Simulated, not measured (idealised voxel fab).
This section sets out a process module, namely voxel transistor to metal.
Each square cell in cross-section cut measures 5 nm, and the section as a whole is 160 nm wide.
Think of the cross-section as a grid of square cells. We describe it in bands, top to bottom, and each band covers one or more rows of those cells.
Band: top and bottom heights (nm) first, top before bottom; then materials from left to right, widths in nm. "all across" marks a sole material filling the band edge to edge. "blank" denotes empty space.
It should be noted that heights are counted from 0, beneath which the wafer as supplied is of one material throughout, and that the lowest band possesses no lower boundary but continues downward, as written in "0 -> down".
Read "30->40" as a graded width: first number on top, second number at the bottom, same change between each pair of neighbouring rows.
A step reported as "identical to before" is a step in which no cell of the cross-section changed.
Under "Sealed void listing" you'll find the enclosed gaps, the ones with no way out to the top, that are 8 cells or bigger; each reads width x height at distance, with distance counted from the left edge, everything in nm.
Whatever follows a step's settings on its line is a remark the simulator itself makes about that step.
"overlay nm" denotes, for a step that has a mask, the displacement of the mask to the right of its planned place, with negative values corresponding to the left.

BELOW IS THE LIST OF PLANNED PROCESS STEPS
1) RECEIVE | material Si
2) CONFORMAL_DEP | material SiO2 | thk nm 5
3) CONFORMAL_DEP | material SiN | thk nm 15
4) PATTERN | tone cover | mask id ACTIVE | material resist | width nm 95 | thk nm 15 | overlay nm 0
5) DIRECTIONAL_ETCH | etch materials SiN | depth nm 15
6) DIRECTIONAL_ETCH | etch materials SiO2 | depth nm 5
7) DIRECTIONAL_ETCH | etch materials Si | depth nm 20
8) STRIP | etch materials resist
9) FILL_DEP | material SiO2 | thk nm 15
10) CMP | height nm 20
11) SELECTIVE_ETCH | etch materials SiO2 | depth nm 10
12) STRIP | etch materials SiN
13) SELECTIVE_ETCH | etch materials SiO2 | depth nm 5
14) OXIDIZE | depth nm 5
15) DIRECTIONAL_DEP | material polySi | thk nm 25
16) DIRECTIONAL_DEP | material SiCN | thk nm 15
17) PATTERN | tone cover | mask id GATE | material resist | width nm 25 | thk nm 15 | overlay nm 0
18) DIRECTIONAL_ETCH | etch materials SiCN | depth nm 25
19) DIRECTIONAL_ETCH | etch materials polySi | depth nm 35
20) STRIP | etch materials resist
21) CONFORMAL_DEP | material SiO2 | thk nm 5
22) DIRECTIONAL_ETCH | etch materials SiO2 | depth nm 5
23) CONFORMAL_DEP | material SiN | thk nm 5
24) DIRECTIONAL_ETCH | etch materials SiN | depth nm 5
25) DIRECTIONAL_ETCH | etch materials SiO2 | depth nm 5
26) DIRECTIONAL_ETCH | etch materials Si | depth nm 15
27) EPI | material SiGe | thk nm 15
28) FILL_DEP | material SiO2 | thk nm 5
29) CMP | height nm 25
30) STRIP | etch materials polySi
31) SELECTIVE_ETCH | etch materials SiO2 | depth nm 5
32) CONFORMAL_DEP | material HfO2 | thk nm 5
33) CONFORMAL_DEP | material TiN | thk nm 5
34) FILL_DEP | material W | thk nm 5
35) CMP | height nm 20
36) DIRECTIONAL_DEP | material SiO2 | thk nm 15
37) PATTERN | tone open | mask id CONTACT | material resist | width nm 15 | pitch nm 70 | thk nm 20 | overlay nm 0
38) DIRECTIONAL_ETCH | etch materials SiO2 | depth nm 25
39) STRIP | etch materials resist
40) CONFORMAL_DEP | material TiN | thk nm 5
41) FILL_DEP | material Ru | thk nm 10
42) CMP | height nm 35
43) DIRECTIONAL_DEP | material TiN | thk nm 5
44) DIRECTIONAL_DEP | material W | thk nm 25
45) PATTERN | tone cover | mask id METAL_1 | material resist | width nm 15 | pitch nm 70 | thk nm 20 | overlay nm 0
46) DIRECTIONAL_ETCH | etch materials W | depth nm 25
47) DIRECTIONAL_ETCH | etch materials TiN | depth nm 5
48) STRIP | etch materials resist
49) FILL_DEP | material SiO2 | thk nm 5
50) CMP | height nm 65
51) CONFORMAL_DEP | material SiCN | thk nm 5
52) DIRECTIONAL_DEP | material SiO2 | thk nm 30
53) PATTERN | tone open | mask id METAL_2 | material resist | width nm 15 | pitch nm 70 | thk nm 20 | overlay nm 0
54) DIRECTIONAL_ETCH | etch materials SiO2 | depth nm 20
55) STRIP | etch materials resist
56) MASKED_ETCH | tone open | mask id METAL_2_HOLES | width nm 15 | pitch nm 70 | etch materials SiO2 | depth nm 10 | overlay nm 0
57) MASKED_ETCH | tone open | mask id METAL_2_HOLES | width nm 15 | pitch nm 70 | etch materials SiCN | depth nm 5 | overlay nm 0
58) CONFORMAL_DEP | material TiN | thk nm 5
59) FILL_DEP | material Ru | thk nm 5
60) CMP | height nm 100
61) CONFORMAL_DEP | material SiCN | thk nm 5

FIRST OUT OF TWO WAFERS; RUN WENT TO PLAN

CROSS-SECTION, INCOMING MATERIAL, AFTER STEP 1
0 -> down  Si all across
Sealed void listing: none

CROSS-SECTION THROUGH THE WAFER, STEP 2 FINISHED
5 -> 0  SiO2 all across
Nothing below the height 0 has changed.

CROSS-SECTION THROUGH THE WAFER, STEP 3 FINISHED
20 -> 5  SiN all across
Nothing below the height 5 has changed.

CROSS-SECTION THROUGH THE WAFER, STEP 4 FINISHED
35 -> 20  30 blank | 95 resist | 35 blank
Nothing below the height 20 has changed.

CROSS-SECTION THROUGH THE WAFER, STEP 5 FINISHED
35 -> 20  30 blank | 95 resist | 35 blank
20 -> 5  30 blank | 95 SiN | 35 blank
Nothing below the height 5 has changed.

CROSS-SECTION THROUGH THE WAFER, STEP 6 FINISHED
35 -> 20  30 blank | 95 resist | 35 blank
20 -> 5  30 blank | 95 SiN | 35 blank
5 -> 0  30 blank | 95 SiO2 | 35 blank
Nothing below the height 0 has changed.

CROSS-SECTION THROUGH THE WAFER, STEP 7 FINISHED
35 -> 20  30 blank | 95 resist | 35 blank
20 -> 5  30 blank | 95 SiN | 35 blank
5 -> 0  30 blank | 95 SiO2 | 35 blank
0 -> -20  30 blank | 95 Si | 35 blank
Nothing below the height -20 has changed.

CROSS-SECTION THROUGH THE WAFER, STEP 8 FINISHED
20 -> 5  30 blank | 95 SiN | 35 blank
Nothing below the height 5 has changed.

CROSS-SECTION THROUGH THE WAFER, STEP 9 FINISHED
35 -> 20  SiO2 all across
20 -> 5  30 SiO2 | 95 SiN | 35 SiO2
5 -> 0  SiO2 all across
0 -> -20  30 SiO2 | 95 Si | 35 SiO2
Nothing below the height -20 has changed.

CROSS-SECTION THROUGH THE WAFER, STEP 10 FINISHED
20 -> 5  30 SiO2 | 95 SiN | 35 SiO2
Nothing below the height 5 has changed.

CROSS-SECTION THROUGH THE WAFER, STEP 11 FINISHED
20 -> 10  30 blank | 95 SiN | 35 blank
Nothing below the height 10 has changed.

CROSS-SECTION THROUGH THE WAFER, STEP 12 FINISHED
10 -> 5  30 SiO2 | 95 blank | 35 SiO2
Nothing below the height 5 has changed.

CROSS-SECTION THROUGH THE WAFER, STEP 13 FINISHED
5 -> 0  25 SiO2 | 105 blank | 30 SiO2
Nothing below the height 0 has changed.

CROSS-SECTION THROUGH THE WAFER, STEP 14 FINISHED
5 -> 0  25 SiO2 | 105 blank | 30 SiO2
0 -> -5  SiO2 all across
Nothing below the height -5 has changed.

CROSS-SECTION THROUGH THE WAFER, STEP 15 FINISHED
30 -> 25  25 polySi | 105 blank | 30 polySi
25 -> 5  polySi all across
5 -> 0  25 SiO2 | 105 polySi | 30 SiO2
Nothing below the height 0 has changed.

CROSS-SECTION THROUGH THE WAFER, STEP 16 FINISHED
45 -> 40  25 SiCN | 105 blank | 30 SiCN
40 -> 30  SiCN all across
30 -> 25  25 polySi | 105 SiCN | 30 polySi
Nothing below the height 25 has changed.

CROSS-SECTION THROUGH THE WAFER, STEP 17 FINISHED
60 -> 45  65 blank | 25 resist | 70 blank
45 -> 40  25 SiCN | 40 blank | 25 resist | 40 blank | 30 SiCN
Nothing below the height 40 has changed.

CROSS-SECTION THROUGH THE WAFER, STEP 18 FINISHED
60 -> 40  65 blank | 25 resist | 70 blank
40 -> 30  65 blank | 25 SiCN | 70 blank
30 -> 25  25 polySi | 40 blank | 25 SiCN | 40 blank | 30 polySi
Nothing below the height 25 has changed.

CROSS-SECTION THROUGH THE WAFER, STEP 19 FINISHED
60 -> 40  65 blank | 25 resist | 70 blank
40 -> 25  65 blank | 25 SiCN | 70 blank
25 -> 5  65 blank | 25 polySi | 70 blank
5 -> 0  25 SiO2 | 40 blank | 25 polySi | 40 blank | 30 SiO2
Nothing below the height 0 has changed.

CROSS-SECTION THROUGH THE WAFER, STEP 20 FINISHED
40 -> 25  65 blank | 25 SiCN | 70 blank
Nothing below the height 25 has changed.

CROSS-SECTION THROUGH THE WAFER, STEP 21 FINISHED
45 -> 40  60 blank | 35 SiO2 | 65 blank
40 -> 25  60 blank | 5 SiO2 | 25 SiCN | 5 SiO2 | 65 blank
25 -> 10  60 blank | 5 SiO2 | 25 polySi | 5 SiO2 | 65 blank
10 -> 5  30 SiO2 | 30 blank | 5 SiO2 | 25 polySi | 5 SiO2 | 30 blank | 35 SiO2
5 -> 0  65 SiO2 | 25 polySi | 70 SiO2
Nothing below the height 0 has changed.

CROSS-SECTION THROUGH THE WAFER, STEP 22 FINISHED
40 -> 25  60 blank | 5 SiO2 | 25 SiCN | 5 SiO2 | 65 blank
25 -> 5  60 blank | 5 SiO2 | 25 polySi | 5 SiO2 | 65 blank
5 -> 0  30 SiO2 | 30 blank | 5 SiO2 | 25 polySi | 5 SiO2 | 30 blank | 35 SiO2
Nothing below the height 0 has changed.

CROSS-SECTION THROUGH THE WAFER, STEP 23 FINISHED
45 -> 40  55 blank | 45 SiN | 60 blank
40 -> 25  55 blank | 5 SiN | 5 SiO2 | 25 SiCN | 5 SiO2 | 5 SiN | 60 blank
25 -> 10  55 blank | 5 SiN | 5 SiO2 | 25 polySi | 5 SiO2 | 5 SiN | 60 blank
10 -> 5  35 SiN | 20 blank | 5 SiN | 5 SiO2 | 25 polySi | 5 SiO2 | 5 SiN | 20 blank | 40 SiN
5 -> 0  30 SiO2 | 30 SiN | 5 SiO2 | 25 polySi | 5 SiO2 | 30 SiN | 35 SiO2
Nothing below the height 0 has changed.

CROSS-SECTION THROUGH THE WAFER, STEP 24 FINISHED
40 -> 25  55 blank | 5 SiN | 5 SiO2 | 25 SiCN | 5 SiO2 | 5 SiN | 60 blank
25 -> 5  55 blank | 5 SiN | 5 SiO2 | 25 polySi | 5 SiO2 | 5 SiN | 60 blank
5 -> 0  30 SiO2 | 5 SiN | 20 blank | 5 SiN | 5 SiO2 | 25 polySi | 5 SiO2 | 5 SiN | 20 blank | 5 SiN | 35 SiO2
Nothing below the height 0 has changed.

CROSS-SECTION THROUGH THE WAFER, STEP 25 FINISHED
40 -> 35  55 blank | 5 SiN | 5 blank | 25 SiCN | 5 blank | 5 SiN | 60 blank
35 -> 25  55 blank | 5 SiN | 5 SiO2 | 25 SiCN | 5 SiO2 | 5 SiN | 60 blank
25 -> 5  55 blank | 5 SiN | 5 SiO2 | 25 polySi | 5 SiO2 | 5 SiN | 60 blank
5 -> 0  30 blank | 5 SiN | 20 blank | 5 SiN | 5 SiO2 | 25 polySi | 5 SiO2 | 5 SiN | 20 blank | 5 SiN | 35 blank
0 -> -5  35 SiO2 | 20 blank | 45 SiO2 | 20 blank | 40 SiO2
Nothing below the height -5 has changed.

CROSS-SECTION THROUGH THE WAFER, STEP 26 FINISHED
40 -> 35  55 blank | 5 SiN | 5 blank | 25 SiCN | 5 blank | 5 SiN | 60 blank
35 -> 25  55 blank | 5 SiN | 5 SiO2 | 25 SiCN | 5 SiO2 | 5 SiN | 60 blank
25 -> 5  55 blank | 5 SiN | 5 SiO2 | 25 polySi | 5 SiO2 | 5 SiN | 60 blank
5 -> 0  30 blank | 5 SiN | 20 blank | 5 SiN | 5 SiO2 | 25 polySi | 5 SiO2 | 5 SiN | 20 blank | 5 SiN | 35 blank
0 -> -5  35 SiO2 | 20 blank | 45 SiO2 | 20 blank | 40 SiO2
-5 -> -20  30 SiO2 | 5 Si | 20 blank | 45 Si | 20 blank | 5 Si | 35 SiO2
Nothing below the height -20 has changed.

CROSS-SECTION THROUGH THE WAFER, STEP 27 FINISHED
40 -> 35  55 blank | 5 SiN | 5 blank | 25 SiCN | 5 blank | 5 SiN | 60 blank
35 -> 25  55 blank | 5 SiN | 5 SiO2 | 25 SiCN | 5 SiO2 | 5 SiN | 60 blank
25 -> 10  55 blank | 5 SiN | 5 SiO2 | 25 polySi | 5 SiO2 | 5 SiN | 60 blank
10 -> 5  30 blank | 25 SiGe | 5 SiN | 5 SiO2 | 25 polySi | 5 SiO2 | 5 SiN | 25 SiGe | 35 blank
5 -> 0  30 blank | 5 SiN | 20 SiGe | 5 SiN | 5 SiO2 | 25 polySi | 5 SiO2 | 5 SiN | 20 SiGe | 5 SiN | 35 blank
0 -> -5  35 SiO2 | 20 SiGe | 45 SiO2 | 20 SiGe | 40 SiO2
-5 -> -20  30 SiO2 | 5 Si | 20 SiGe | 45 Si | 20 SiGe | 5 Si | 35 SiO2
Nothing below the height -20 has changed.

CROSS-SECTION THROUGH THE WAFER, STEP 28 FINISHED
45 -> 40  SiO2 all across
40 -> 25  55 SiO2 | 5 SiN | 5 SiO2 | 25 SiCN | 5 SiO2 | 5 SiN | 60 SiO2
25 -> 10  55 SiO2 | 5 SiN | 5 SiO2 | 25 polySi | 5 SiO2 | 5 SiN | 60 SiO2
10 -> 5  30 SiO2 | 25 SiGe | 5 SiN | 5 SiO2 | 25 polySi | 5 SiO2 | 5 SiN | 25 SiGe | 35 SiO2
5 -> 0  30 SiO2 | 5 SiN | 20 SiGe | 5 SiN | 5 SiO2 | 25 polySi | 5 SiO2 | 5 SiN | 20 SiGe | 5 SiN | 35 SiO2
Nothing below the height 0 has changed.

CROSS-SECTION THROUGH THE WAFER, STEP 29 FINISHED
25 -> 10  55 SiO2 | 5 SiN | 5 SiO2 | 25 polySi | 5 SiO2 | 5 SiN | 60 SiO2
Nothing below the height 10 has changed.

CROSS-SECTION THROUGH THE WAFER, STEP 30 FINISHED
25 -> 10  55 SiO2 | 5 SiN | 5 SiO2 | 25 blank | 5 SiO2 | 5 SiN | 60 SiO2
10 -> 5  30 SiO2 | 25 SiGe | 5 SiN | 5 SiO2 | 25 blank | 5 SiO2 | 5 SiN | 25 SiGe | 35 SiO2
5 -> 0  30 SiO2 | 5 SiN | 20 SiGe | 5 SiN | 5 SiO2 | 25 blank | 5 SiO2 | 5 SiN | 20 SiGe | 5 SiN | 35 SiO2
Nothing below the height 0 has changed.

CROSS-SECTION THROUGH THE WAFER, STEP 31 FINISHED
25 -> 20  55 blank | 5 SiN | 35 blank | 5 SiN | 60 blank
20 -> 10  55 SiO2 | 5 SiN | 35 blank | 5 SiN | 60 SiO2
10 -> 5  30 SiO2 | 25 SiGe | 5 SiN | 35 blank | 5 SiN | 25 SiGe | 35 SiO2
5 -> 0  30 SiO2 | 5 SiN | 20 SiGe | 5 SiN | 35 blank | 5 SiN | 20 SiGe | 5 SiN | 35 SiO2
0 -> -5  35 SiO2 | 20 SiGe | 5 SiO2 | 35 blank | 5 SiO2 | 20 SiGe | 40 SiO2
Nothing below the height -5 has changed.

CROSS-SECTION THROUGH THE WAFER, STEP 32 FINISHED
30 -> 25  50 blank | 15 HfO2 | 25 blank | 15 HfO2 | 55 blank
25 -> 20  55 HfO2 | 5 SiN | 5 HfO2 | 25 blank | 5 HfO2 | 5 SiN | 60 HfO2
20 -> 10  55 SiO2 | 5 SiN | 5 HfO2 | 25 blank | 5 HfO2 | 5 SiN | 60 SiO2
10 -> 5  30 SiO2 | 25 SiGe | 5 SiN | 5 HfO2 | 25 blank | 5 HfO2 | 5 SiN | 25 SiGe | 35 SiO2
5 -> 0  30 SiO2 | 5 SiN | 20 SiGe | 5 SiN | 5 HfO2 | 25 blank | 5 HfO2 | 5 SiN | 20 SiGe | 5 SiN | 35 SiO2
0 -> -5  35 SiO2 | 20 SiGe | 5 SiO2 | 35 HfO2 | 5 SiO2 | 20 SiGe | 40 SiO2
Nothing below the height -5 has changed.

CROSS-SECTION THROUGH THE WAFER, STEP 33 FINISHED
35 -> 30  45 blank | 25 TiN | 15 blank | 25 TiN | 50 blank
30 -> 25  50 TiN | 15 HfO2 | 5 TiN | 15 blank | 5 TiN | 15 HfO2 | 55 TiN
25 -> 20  55 HfO2 | 5 SiN | 5 HfO2 | 5 TiN | 15 blank | 5 TiN | 5 HfO2 | 5 SiN | 60 HfO2
20 -> 10  55 SiO2 | 5 SiN | 5 HfO2 | 5 TiN | 15 blank | 5 TiN | 5 HfO2 | 5 SiN | 60 SiO2
10 -> 5  30 SiO2 | 25 SiGe | 5 SiN | 5 HfO2 | 5 TiN | 15 blank | 5 TiN | 5 HfO2 | 5 SiN | 25 SiGe | 35 SiO2
5 -> 0  30 SiO2 | 5 SiN | 20 SiGe | 5 SiN | 5 HfO2 | 25 TiN | 5 HfO2 | 5 SiN | 20 SiGe | 5 SiN | 35 SiO2
Nothing below the height 0 has changed.

CROSS-SECTION THROUGH THE WAFER, STEP 34 FINISHED
40 -> 35  W all across
35 -> 30  45 W | 25 TiN | 15 W | 25 TiN | 50 W
30 -> 25  50 TiN | 15 HfO2 | 5 TiN | 15 W | 5 TiN | 15 HfO2 | 55 TiN
25 -> 20  55 HfO2 | 5 SiN | 5 HfO2 | 5 TiN | 15 W | 5 TiN | 5 HfO2 | 5 SiN | 60 HfO2
20 -> 10  55 SiO2 | 5 SiN | 5 HfO2 | 5 TiN | 15 W | 5 TiN | 5 HfO2 | 5 SiN | 60 SiO2
10 -> 5  30 SiO2 | 25 SiGe | 5 SiN | 5 HfO2 | 5 TiN | 15 W | 5 TiN | 5 HfO2 | 5 SiN | 25 SiGe | 35 SiO2
Nothing below the height 5 has changed.

CROSS-SECTION THROUGH THE WAFER, STEP 35 FINISHED
20 -> 10  55 SiO2 | 5 SiN | 5 HfO2 | 5 TiN | 15 W | 5 TiN | 5 HfO2 | 5 SiN | 60 SiO2
Nothing below the height 10 has changed.

CROSS-SECTION THROUGH THE WAFER, STEP 36 FINISHED
35 -> 20  SiO2 all across
Nothing below the height 20 has changed.

CROSS-SECTION THROUGH THE WAFER, STEP 37 FINISHED
55 -> 35  35 resist | 15 blank | 55 resist | 15 blank | 40 resist
Nothing below the height 35 has changed.

CROSS-SECTION THROUGH THE WAFER, STEP 38 FINISHED
55 -> 35  35 resist | 15 blank | 55 resist | 15 blank | 40 resist
35 -> 20  35 SiO2 | 15 blank | 55 SiO2 | 15 blank | 40 SiO2
20 -> 10  35 SiO2 | 15 blank | 5 SiO2 | 5 SiN | 5 HfO2 | 5 TiN | 15 W | 5 TiN | 5 HfO2 | 5 SiN | 5 SiO2 | 15 blank | 40 SiO2
Nothing below the height 10 has changed.

CROSS-SECTION THROUGH THE WAFER, STEP 39 FINISHED
35 -> 20  35 SiO2 | 15 blank | 55 SiO2 | 15 blank | 40 SiO2
Nothing below the height 20 has changed.

CROSS-SECTION THROUGH THE WAFER, STEP 40 FINISHED
40 -> 35  40 TiN | 5 blank | 65 TiN | 5 blank | 45 TiN
35 -> 20  35 SiO2 | 5 TiN | 5 blank | 5 TiN | 55 SiO2 | 5 TiN | 5 blank | 5 TiN | 40 SiO2
20 -> 15  35 SiO2 | 5 TiN | 5 blank | 5 TiN | 5 SiO2 | 5 SiN | 5 HfO2 | 5 TiN | 15 W | 5 TiN | 5 HfO2 | 5 SiN | 5 SiO2 | 5 TiN | 5 blank | 5 TiN | 40 SiO2
15 -> 10  35 SiO2 | 15 TiN | 5 SiO2 | 5 SiN | 5 HfO2 | 5 TiN | 15 W | 5 TiN | 5 HfO2 | 5 SiN | 5 SiO2 | 15 TiN | 40 SiO2
Nothing below the height 10 has changed.

CROSS-SECTION THROUGH THE WAFER, STEP 41 FINISHED
50 -> 40  Ru all across
40 -> 35  40 TiN | 5 Ru | 65 TiN | 5 Ru | 45 TiN
35 -> 20  35 SiO2 | 5 TiN | 5 Ru | 5 TiN | 55 SiO2 | 5 TiN | 5 Ru | 5 TiN | 40 SiO2
20 -> 15  35 SiO2 | 5 TiN | 5 Ru | 5 TiN | 5 SiO2 | 5 SiN | 5 HfO2 | 5 TiN | 15 W | 5 TiN | 5 HfO2 | 5 SiN | 5 SiO2 | 5 TiN | 5 Ru | 5 TiN | 40 SiO2
Nothing below the height 15 has changed.

CROSS-SECTION THROUGH THE WAFER, STEP 42 FINISHED
35 -> 20  35 SiO2 | 5 TiN | 5 Ru | 5 TiN | 55 SiO2 | 5 TiN | 5 Ru | 5 TiN | 40 SiO2
Nothing below the height 20 has changed.

CROSS-SECTION THROUGH THE WAFER, STEP 43 FINISHED
40 -> 35  TiN all across
Nothing below the height 35 has changed.

CROSS-SECTION THROUGH THE WAFER, STEP 44 FINISHED
65 -> 40  W all across
Nothing below the height 40 has changed.

CROSS-SECTION THROUGH THE WAFER, STEP 45 FINISHED
85 -> 65  35 blank | 15 resist | 55 blank | 15 resist | 40 blank
Nothing below the height 65 has changed.

CROSS-SECTION THROUGH THE WAFER, STEP 46 FINISHED
85 -> 65  35 blank | 15 resist | 55 blank | 15 resist | 40 blank
65 -> 40  35 blank | 15 W | 55 blank | 15 W | 40 blank
Nothing below the height 40 has changed.

CROSS-SECTION THROUGH THE WAFER, STEP 47 FINISHED
85 -> 65  35 blank | 15 resist | 55 blank | 15 resist | 40 blank
65 -> 40  35 blank | 15 W | 55 blank | 15 W | 40 blank
40 -> 35  35 blank | 15 TiN | 55 blank | 15 TiN | 40 blank
Nothing below the height 35 has changed.

CROSS-SECTION THROUGH THE WAFER, STEP 48 FINISHED
65 -> 40  35 blank | 15 W | 55 blank | 15 W | 40 blank
Nothing below the height 40 has changed.

CROSS-SECTION THROUGH THE WAFER, STEP 49 FINISHED
70 -> 65  SiO2 all across
65 -> 40  35 SiO2 | 15 W | 55 SiO2 | 15 W | 40 SiO2
40 -> 35  35 SiO2 | 15 TiN | 55 SiO2 | 15 TiN | 40 SiO2
Nothing below the height 35 has changed.

CROSS-SECTION THROUGH THE WAFER, STEP 50 FINISHED
65 -> 40  35 SiO2 | 15 W | 55 SiO2 | 15 W | 40 SiO2
Nothing below the height 40 has changed.

CROSS-SECTION THROUGH THE WAFER, STEP 51 FINISHED
70 -> 65  SiCN all across
Nothing below the height 65 has changed.

CROSS-SECTION THROUGH THE WAFER, STEP 52 FINISHED
100 -> 70  SiO2 all across
Nothing below the height 70 has changed.

CROSS-SECTION THROUGH THE WAFER, STEP 53 FINISHED
120 -> 100  35 resist | 15 blank | 55 resist | 15 blank | 40 resist
Nothing below the height 100 has changed.

CROSS-SECTION THROUGH THE WAFER, STEP 54 FINISHED
120 -> 100  35 resist | 15 blank | 55 resist | 15 blank | 40 resist
100 -> 80  35 SiO2 | 15 blank | 55 SiO2 | 15 blank | 40 SiO2
Nothing below the height 80 has changed.

CROSS-SECTION THROUGH THE WAFER, STEP 55 FINISHED
100 -> 80  35 SiO2 | 15 blank | 55 SiO2 | 15 blank | 40 SiO2
Nothing below the height 80 has changed.

CROSS-SECTION THROUGH THE WAFER, STEP 56 FINISHED
100 -> 70  35 SiO2 | 15 blank | 55 SiO2 | 15 blank | 40 SiO2
Nothing below the height 70 has changed.

CROSS-SECTION THROUGH THE WAFER, STEP 57 FINISHED
100 -> 70  35 SiO2 | 15 blank | 55 SiO2 | 15 blank | 40 SiO2
70 -> 65  35 SiCN | 15 blank | 55 SiCN | 15 blank | 40 SiCN
Nothing below the height 65 has changed.

CROSS-SECTION THROUGH THE WAFER, STEP 58 FINISHED
105 -> 100  40 TiN | 5 blank | 65 TiN | 5 blank | 45 TiN
100 -> 70  35 SiO2 | 5 TiN | 5 blank | 5 TiN | 55 SiO2 | 5 TiN | 5 blank | 5 TiN | 40 SiO2
70 -> 65  35 SiCN | 15 TiN | 55 SiCN | 15 TiN | 40 SiCN
Nothing below the height 65 has changed.

CROSS-SECTION THROUGH THE WAFER, STEP 59 FINISHED
110 -> 105  Ru all across
105 -> 100  40 TiN | 5 Ru | 65 TiN | 5 Ru | 45 TiN
100 -> 70  35 SiO2 | 5 TiN | 5 Ru | 5 TiN | 55 SiO2 | 5 TiN | 5 Ru | 5 TiN | 40 SiO2
Nothing below the height 70 has changed.

CROSS-SECTION THROUGH THE WAFER, STEP 60 FINISHED
100 -> 70  35 SiO2 | 5 TiN | 5 Ru | 5 TiN | 55 SiO2 | 5 TiN | 5 Ru | 5 TiN | 40 SiO2
Nothing below the height 70 has changed.

CROSS-SECTION THROUGH THE WAFER, STEP 61 FINISHED
105 -> 100  SiCN all across
Nothing below the height 100 has changed.

WAFER TWO OF THE PAIR: SAME ORIGIN, SAME PLAN, ONE ERROR DURING THE RUN; IDENTICAL TO WAFER ONE UP TO AND INCLUDING STEP 57

SECOND WAFER, CUT VIEW, END OF STEP 58 PER PLAN
105 -> 100  40 SiN | 5 blank | 65 SiN | 5 blank | 45 SiN
100 -> 70  35 SiO2 | 5 SiN | 5 blank | 5 SiN | 55 SiO2 | 5 SiN | 5 blank | 5 SiN | 40 SiO2
70 -> 65  35 SiCN | 15 SiN | 55 SiCN | 15 SiN | 40 SiCN
Nothing below the height 65 has changed.

SECOND WAFER, CUT VIEW, END OF STEP 59 PER PLAN
110 -> 105  Ru all across
105 -> 100  40 SiN | 5 Ru | 65 SiN | 5 Ru | 45 SiN
100 -> 70  35 SiO2 | 5 SiN | 5 Ru | 5 SiN | 55 SiO2 | 5 SiN | 5 Ru | 5 SiN | 40 SiO2
Nothing below the height 70 has changed.

SECOND WAFER, CUT VIEW, END OF STEP 60 PER PLAN
100 -> 70  35 SiO2 | 5 SiN | 5 Ru | 5 SiN | 55 SiO2 | 5 SiN | 5 Ru | 5 SiN | 40 SiO2
Nothing below the height 70 has changed.

SECOND WAFER, CUT VIEW, END OF STEP 61 PER PLAN
105 -> 100  SiCN all across
Nothing below the height 100 has changed.
So what did we get wrong on this run? planned and actual differ for step 58; actual: CONFORMAL_DEP | material SiN | thk nm 5
Final tally in cells, some materials are higher or lower on the second wafer than on the first: 30 more of SiN | 30 fewer of TiN
